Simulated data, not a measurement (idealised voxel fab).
Process module name: voxel released beams
Section shown: cut. Width: 290 nm. Cell size: 5 nm, square.
A cross-section is written here as square cells arranged in a grid, and it is given in bands from the top down, each band taking up one or more rows of cells.
A band entry consists of two parts. The first gives the height of the band's top and the height of its bottom, in nm. The rest lists the band's materials from left to right, each with its width in nm. A single material labelled with the word "full width" fills the band from edge to edge, and the word "blank" marks empty space.
Note: height 0 marks the level under which the wafer is uniformly one material as received. Lowest band unbounded below, written "0 nm and below".
Note: "30 to 40" means the width goes from the first number (top row of the band) to the second number (bottom row) in equal steps per row of cells.
Key: "identical to before" - step with no changed cell in the cross-section.
Empty spaces counting at least 8 cells and having no open way to the top are listed in "Closed void register". The notation width x height at distance is used for each, the distance being from the left edge and all three values in nm.
On a step's line, text after the settings is the simulator commenting on that step.
The line of a step may include "overlay nm". On a step with a mask, this value is how far to the right of its planned place the mask lay. A negative value means the mask lay to the left.

-- The process steps that were planned are listed below
- 1: RECEIVE with material Si
- 2: CONFORMAL_DEP with material Al2O3, thk nm 10
- 3: DIRECTIONAL_DEP with material SiO2, thk nm 20
- 4: DIRECTIONAL_DEP with material aC, thk nm 10
- 5: PATTERN with tone open, mask id ANCHOR, material resist, width nm 40, thk nm 30, overlay nm 0
- 6: DIRECTIONAL_ETCH with etch materials aC, depth nm 10
- 7: STRIP with etch materials resist
- 8: DIRECTIONAL_ETCH with etch materials SiO2, depth nm 20
- 9: STRIP with etch materials aC
- 10: CONFORMAL_DEP with material SiN, thk nm 15
- 11: PATTERN with tone cover, mask id BEAM, material resist, width nm 115, thk nm 15, overlay nm 0
- 12: DIRECTIONAL_ETCH with etch materials SiN, depth nm 15
- 13: STRIP with etch materials resist
- 14: STRIP with etch materials SiO2

-- This is the cross-section of the wafer as we received it, i.e. after step 1
	0 nm and below = Si full width
	Closed void register: none

-- The module was run from the start shown above using the plan shown above, but one mistake was made doing it; the resulting wafer cross-section is below
	60 nm to 45 nm = blank=85, then SiN=115, then blank=90
	45 nm to 30 nm = SiN full width
	30 nm to 10 nm = SiO2=90, then SiN=40, then SiO2=160
	10 nm to 0 nm = Al2O3 full width
	0 nm and below = Si full width
	Closed void register: none
Finding, execution versus plan: step 10 of the plan was executed twice over
